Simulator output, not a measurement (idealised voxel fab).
This section sets out a process module, namely voxel gate over fins.
Displayed cross-section: cut, width of 150 nm, square cells sized 5 nm.
Notation: cross-section as square-cell grid; stated in bands, top first, going down; one or more cell rows per band. Each band's line starts with the height of the band's top and of its bottom, in nm. Then come its materials from left to right, each with its width in nm. One material with "everywhere" fills the band from edge to edge. "blank" is empty space. Ref level 0: as-received wafer is one material below here. Bottom band extends down with no lower bound ("0 -> down"). Read "30 to 40" as a graded width: first number on top, second number at the bottom, same change between each pair of neighbouring rows. "changes: none" for a step: no cell of the cross-section changed in that step. In the "Sealed-off cavities" entry, you get each enclosed empty space of 8 cells or more, one with no open way to the top, written width x height at distance, distance from the left edge, in nm. That trailing text on a step's line, after the settings, is the simulator's own remark on the step. "overlay nm" on a masked step: distance the mask lay right of its planned place, negative for left.

**Listed below are the process steps as planned**
1: RECEIVE: material Si
2: CONFORMAL_DEP: material SiN, thk nm 5
3: MASKED_ETCH: tone cover, mask id FINS, width nm 15, pitch nm 60, etch materials SiN, depth nm 5, overlay nm 0
4: MASKED_ETCH: tone cover, mask id FINS, width nm 15, pitch nm 60, etch materials Si, depth nm 40, overlay nm -15
5: OXIDIZE: depth nm 5
6: FILL_DEP: material SiO2, thk nm 5
7: CMP: height nm 5
8: DIRECTIONAL_DEP: material aC, thk nm 15
9: PATTERN: tone open, mask id RAIL, material resist, width nm 15, thk nm 35, overlay nm 0
10: DIRECTIONAL_ETCH: etch materials aC, depth nm 15
11: STRIP: etch materials resist
12: DIRECTIONAL_ETCH: etch materials SiO2, depth nm 40
13: STRIP: etch materials aC
14: CONFORMAL_DEP: material TiN, thk nm 5
15: FILL_DEP: material W, thk nm 10
16: CMP: height nm 5
17: SELECTIVE_ETCH: etch materials W Ru TiN, depth nm 25
18: FILL_DEP: material SiO2, thk nm 5
19: CMP: height nm 5
20: SELECTIVE_ETCH: etch materials SiO2, depth nm 20
21: STRIP: etch materials SiN
22: CONFORMAL_DEP: material HfO2, thk nm 5
23: CONFORMAL_DEP: material TiN, thk nm 5
24: FILL_DEP: material W, thk nm 10
25: CMP: height nm 15
26: CONFORMAL_DEP: material SiCN, thk nm 5
Where the wafers of this document differ is in the overlay nm of step 4; they start out the same, and the plan states the value that applied to the first wafer.

**Cross-section of the first of several wafers on receipt, reflecting completion of step 1**
0 -> down  Si everywhere
Sealed-off cavities: none

**Once step 26, the last step, is complete, the module is at its end; this is the cross-section of the first of several wafers**
20 -> 15  SiCN everywhere
15 -> 10  W everywhere
10 -> 5  30 W | 25 TiN | 35 W | 25 TiN | 35 W
5 -> 0  15 W | 20 TiN | 15 HfO2 | 5 TiN | 20 W | 20 TiN | 15 HfO2 | 5 TiN | 35 W
0 -> -5  15 W | 5 TiN | 20 HfO2 | 5 Si | 5 HfO2 | 5 TiN | 20 W | 5 TiN | 20 HfO2 | 5 Si | 5 HfO2 | 5 TiN | 35 W
-5 -> -10  20 TiN | 5 HfO2 | 20 Si | 5 HfO2 | 30 TiN | 5 HfO2 | 20 Si | 5 HfO2 | 40 TiN
-10 -> -15  25 HfO2 | 20 Si | 40 HfO2 | 20 Si | 45 HfO2
-15 -> -20  25 SiO2 | 20 Si | 40 SiO2 | 20 Si | 45 SiO2
-20 -> -30  25 SiO2 | 20 Si | 20 SiO2 | 5 TiN | 5 W | 5 TiN | 5 SiO2 | 20 Si | 45 SiO2
-30 -> -35  25 SiO2 | 20 Si | 20 SiO2 | 15 TiN | 5 SiO2 | 20 Si | 45 SiO2
-35 -> -45  25 SiO2 | 20 Si | 40 SiO2 | 20 Si | 45 SiO2
-45 -> down  Si everywhere
Sealed-off cavities: none

**Showing the last wafer in cross-section at the end of the module**
20 -> 15  SiCN everywhere
15 -> 10  W everywhere
10 -> 5  30 W | 25 TiN | 35 W | 25 TiN | 35 W
5 -> 0  30 W | 5 TiN | 15 HfO2 | 20 TiN | 20 W | 5 TiN | 15 HfO2 | 20 TiN | 20 W
0 -> -5  30 W | 5 TiN | 5 HfO2 | 5 Si | 20 HfO2 | 5 TiN | 20 W | 5 TiN | 5 HfO2 | 5 Si | 20 HfO2 | 5 TiN | 20 W
-5 -> -10  35 TiN | 5 HfO2 | 20 Si | 5 HfO2 | 30 TiN | 5 HfO2 | 20 Si | 5 HfO2 | 25 TiN
-10 -> -15  40 HfO2 | 20 Si | 40 HfO2 | 20 Si | 30 HfO2
-15 -> -20  40 SiO2 | 20 Si | 40 SiO2 | 20 Si | 30 SiO2
-20 -> -30  40 SiO2 | 20 Si | 5 SiO2 | 5 TiN | 5 W | 5 TiN | 20 SiO2 | 20 Si | 30 SiO2
-30 -> -35  40 SiO2 | 20 Si | 5 SiO2 | 15 TiN | 20 SiO2 | 20 Si | 30 SiO2
-35 -> -45  40 SiO2 | 20 Si | 40 SiO2 | 20 Si | 30 SiO2
-45 -> down  Si everywhere
Sealed-off cavities: none

**Row per wafer, end-of-module: cell gain (+)/loss (-) by material since the wafer came in, then closed voids**
overlay nm -15, +42 HfO2, -204 Si, +30 SiCN, +123 SiO2, +49 TiN, +80 W, Sealed-off cavities: none
overlay nm -10, +42 HfO2, -220 Si, +30 SiCN, +135 SiO2, +49 TiN, +84 W, Sealed-off cavities: none
overlay nm -5, +42 HfO2, -236 Si, +30 SiCN, +147 SiO2, +49 TiN, +88 W, Sealed-off cavities: none
overlay nm 0, +42 HfO2, -252 Si, +30 SiCN, +159 SiO2, +49 TiN, +92 W, Sealed-off cavities: none
overlay nm 5, +42 HfO2, -236 Si, +30 SiCN, +147 SiO2, +49 TiN, +88 W, Sealed-off cavities: none
overlay nm 10, +42 HfO2, -220 Si, +30 SiCN, +135 SiO2, +49 TiN, +84 W, Sealed-off cavities: none
overlay nm 15, +42 HfO2, -204 Si, +30 SiCN, +123 SiO2, +49 TiN, +80 W, Sealed-off cavities: none
